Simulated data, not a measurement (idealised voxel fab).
Module name: voxel spacer lines (process module)
Square cells of 5 nm make up the cross-section cut, whose width is 175 nm.
Notation: cross-section as square-cell grid; stated in bands, top first, going down; one or more cell rows per band.
What a band's entry tells you: where the top is and where the bottom is, as heights in nm, and after that what lies inside, material by material from left to right, each with its width in nm. Empty space is written as the word "empty", and a single material marked with the word "full width" occupies the band from edge to edge.
Height datum 0, below which the as-received substrate wafer is one material. Lowest band open at the bottom, running downward: "0..down".
Width: "30->40" (first number = top row, second number = bottom row, same change from row to row of cells).
Key: "nothing different" - step with no changed cell in the cross-section.
In "Sealed void list" the enclosed voids are listed, meaning empty spaces of 8 cells or larger without any opening to the top. The form is width x height at distance, distance from the left edge, units nm.
The remark found on a step's line after its settings is issued by the simulator itself and pertains to that step.
overlay nm: mask right of planned place by this much (step with mask). Neg. = left.
# List of planned process steps
| 1 | RECEIVE [material Si] |
| 2 | CONFORMAL_DEP [material Al2O3] [thk nm 5] |
| 3 | DIRECTIONAL_DEP [material W] [thk nm 15] |
| 4 | DIRECTIONAL_DEP [material aC] [thk nm 30] |
| 5 | PATTERN [tone cover] [mask id MANDREL] [material resist] [width nm 20] [pitch nm 70] [thk nm 35] [overlay nm 0] |
| 6 | DIRECTIONAL_ETCH [etch materials aC] [depth nm 30] |
| 7 | STRIP [etch materials resist] |
| 8 | CONFORMAL_DEP [material SiN] [thk nm 15] |
| 9 | DIRECTIONAL_ETCH [etch materials SiN] [depth nm 5] |
| 10 | STRIP [etch materials aC] |
| 11 | DIRECTIONAL_ETCH [etch materials W] [depth nm 15] |
| 12 | STRIP [etch materials SiN] |
| 13 | FILL_DEP [material SiO2] [thk nm 5] |
| 14 | CMP [height nm 20] |
Heads up: all these wafers start the same, and what changes between them is the depth nm in step 9. The value you see in the plan is just what the first wafer got.
# Incoming state of the first of several wafers in cross-section: after step 1
  0..down  Si full width
  Sealed void list: none
# Where each wafer stands at the end of the module, a row apiece: cells of each material gained (+) or lost (-) since it was received, then closed voids
depth nm 5; +35 Al2O3; +105 W; Sealed void list: none
depth nm 10; +35 Al2O3; +105 W; Sealed void list: none
depth nm 15; +35 Al2O3; +69 SiO2; +36 W; Sealed void list: none
depth nm 20; +35 Al2O3; +69 SiO2; +36 W; Sealed void list: none
depth nm 25; +35 Al2O3; +69 SiO2; +36 W; Sealed void list: none
depth nm 30; +35 Al2O3; +69 SiO2; +36 W; Sealed void list: none
